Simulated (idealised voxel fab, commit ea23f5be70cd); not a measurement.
process module | voxel ribs on slabs
cross-section cut | 140 nm wide | cells 5 nm
A cross-section is a grid of square cells, given in bands from the top down. A band is one or more rows of cells.
Each band's line starts with the height of the band's top and of its bottom, in nm. Then come its materials from left to right, each with its width in nm. One material with "throughout" fills the band from edge to edge. "air" is empty space.
Height 0 is the level under which the wafer as received is all one material. The lowest band goes on downwards, as in "0 down".
A width such as "30 to 40" changes by the same amount from each row of cells to the next, from the band's top row to its bottom row.
"no change" after a step means that no cell of the cross-section changed.
closed voids: empty space of 8 cells or more with no open way to the top, each as width x height at its distance from the left edge, in nm
after a step's settings: what the simulator itself notes on the step
overlay nm, on a step with a mask: how far to the right of its planned place the mask lay; to the left if negative
plan
1 op RECEIVE | material Si
2 op DIRECTIONAL_DEP | material SiO2 | thk nm 20
3 op DIRECTIONAL_DEP | material SiN | thk nm 20
4 op DIRECTIONAL_DEP | material aC | thk nm 15
5 op PATTERN | tone cover | mask id RIB | material resist | width nm 20 | thk nm 35 | overlay nm 0
6 op DIRECTIONAL_ETCH | etch materials aC | depth nm 15
7 op STRIP | etch materials resist
8 op DIRECTIONAL_ETCH | etch materials SiN | depth nm 10
9 op STRIP | etch materials aC
10 op DIRECTIONAL_DEP | material aC | thk nm 15
11 op PATTERN | tone cover | mask id SLAB | material resist | width nm 50 | thk nm 35 | overlay nm 0
12 op DIRECTIONAL_ETCH | etch materials aC | depth nm 15
13 op STRIP | etch materials resist
14 op DIRECTIONAL_ETCH | etch materials SiN | depth nm 10
15 op STRIP | etch materials aC
16 op FILL_DEP | material SiO2 | thk nm 25
17 op CMP | height nm 65
18 op DIRECTIONAL_DEP | material TiN | thk nm 5
19 op DIRECTIONAL_DEP | material aC | thk nm 10
20 op PATTERN | tone cover | mask id HEATER | material resist | width nm 30 | thk nm 25 | overlay nm 0
21 op DIRECTIONAL_ETCH | etch materials aC | depth nm 10
22 op STRIP | etch materials resist
23 op DIRECTIONAL_ETCH | etch materials TiN | depth nm 5
24 op STRIP | etch materials aC
25 op CONFORMAL_DEP | material SiN | thk nm 10
varied across the wafers: thk nm of step 2. The plan shows the first wafer's value. All wafers start alike
first wafer as received, after step 1
  0 down: Si throughout
  closed voids: none
first wafer at the end, after step 25
  80 to 75: air 45 | SiN 50 | air 45
  75 to 70: SiN throughout
  70 to 65: SiN 55 | TiN 30 | SiN 55
  65 to 40: SiO2 throughout
  40 to 30: SiO2 60 | SiN 20 | SiO2 60
  30 to 20: SiO2 45 | SiN 50 | SiO2 45
  20 to 0: SiO2 throughout
  0 down: Si throughout
  closed voids: none
last wafer at the end
  80 to 75: air 45 | SiN 50 | air 45
  75 to 70: SiN throughout
  70 to 65: SiN 55 | TiN 30 | SiN 55
  65 to 55: SiO2 60 | SiN 20 | SiO2 60
  55 to 45: SiO2 45 | SiN 50 | SiO2 45
  45 to 0: SiO2 throughout
  0 down: Si throughout
  closed voids: none
each wafer at the end: cells of each material gained (+) or lost (-) since it was received, then its closed voids
thk nm 20 | +88 SiN | +336 SiO2 | +6 TiN | closed voids: none
thk nm 25 | +88 SiN | +336 SiO2 | +6 TiN | closed voids: none
thk nm 30 | +88 SiN | +336 SiO2 | +6 TiN | closed voids: none
thk nm 35 | +88 SiN | +336 SiO2 | +6 TiN | closed voids: none
thk nm 40 | +88 SiN | +336 SiO2 | +6 TiN | closed voids: none
thk nm 45 | +88 SiN | +336 SiO2 | +6 TiN | closed voids: none
